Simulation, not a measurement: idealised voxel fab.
process module | voxel self aligned vias
cross-section cut | 260 nm wide | cells 5 nm
A cross-section is a grid of square cells, given in bands from the top down. A band is one or more rows of cells.
Each band's line starts with the height of the band's top and of its bottom, in nm. Then come its materials from left to right, each with its width in nm. One material with "throughout" fills the band from edge to edge. "air" is empty space.
Height 0 is the level under which the wafer as received is all one material. The lowest band goes on downwards, as in "0 down".
A width such as "30 to 40" changes by the same amount from each row of cells to the next, from the band's top row to its bottom row.
"no change" after a step means that no cell of the cross-section changed.
closed voids: empty space of 8 cells or more with no open way to the top, each as width x height at its distance from the left edge, in nm
after a step's settings: what the simulator itself notes on the step
overlay nm, on a step with a mask: how far to the right of its planned place the mask lay; to the left if negative
plan
1 op RECEIVE | material Si
2 op CONFORMAL_DEP | material SiO2 | thk nm 10
3 op CONFORMAL_DEP | material SiCN | thk nm 5
4 op DIRECTIONAL_DEP | material SiO2 | thk nm 30
5 op MASKED_ETCH | tone open | mask id LINES | width nm 20 | pitch nm 55 | etch materials SiO2 | depth nm 30 | overlay nm 0
6 op CONFORMAL_DEP | material TiN | thk nm 5
7 op FILL_DEP | material Ru | thk nm 5
8 op CMP | height nm 45
9 op SELECTIVE_ETCH | etch materials W Ru TiN | depth nm 5
10 op FILL_DEP | material SiN | thk nm 5
11 op CMP | height nm 45
12 op DIRECTIONAL_DEP | material SiO2 | thk nm 15
13 op MASKED_ETCH | tone open | mask id VIAS | width nm 30 | pitch nm 55 | etch materials SiO2 | depth nm 15 | overlay nm 0
14 op MASKED_ETCH | tone open | mask id VIAS | width nm 30 | pitch nm 55 | etch materials SiN | depth nm 5 | overlay nm 0
15 op CONFORMAL_DEP | material TiN | thk nm 5
16 op FILL_DEP | material Cu | thk nm 10
17 op CMP | height nm 60
18 op CONFORMAL_DEP | material SiN | thk nm 5
as received, after step 1
  0 down: Si throughout
  closed voids: none
a wafer at the end: this start, this plan, one mistake
  65 to 60: SiN throughout
  60 to 45: SiO2 60 | TiN 5 | Cu 20 | TiN 5 | SiO2 25 | TiN 5 | Cu 20 | TiN 5 | SiO2 25 | TiN 5 | Cu 20 | TiN 5 | SiO2 60
  45 to 40: SiO2 60 | TiN 30 | SiO2 25 | TiN 30 | SiO2 25 | TiN 30 | SiO2 60
  40 to 30: SiO2 60 | TiN 10 | Ru 10 | TiN 10 | SiO2 25 | TiN 10 | Ru 10 | TiN 10 | SiO2 25 | TiN 10 | Ru 10 | TiN 10 | SiO2 60
  30 to 20: SiO2 65 | TiN 5 | Ru 10 | TiN 5 | SiO2 35 | TiN 5 | Ru 10 | TiN 5 | SiO2 35 | TiN 5 | Ru 10 | TiN 5 | SiO2 65
  20 to 15: SiO2 65 | TiN 20 | SiO2 35 | TiN 20 | SiO2 35 | TiN 20 | SiO2 65
  15 to 10: SiCN throughout
  10 to 0: SiO2 throughout
  0 down: Si throughout
  closed voids: none
what went wrong: step 13 was run twice
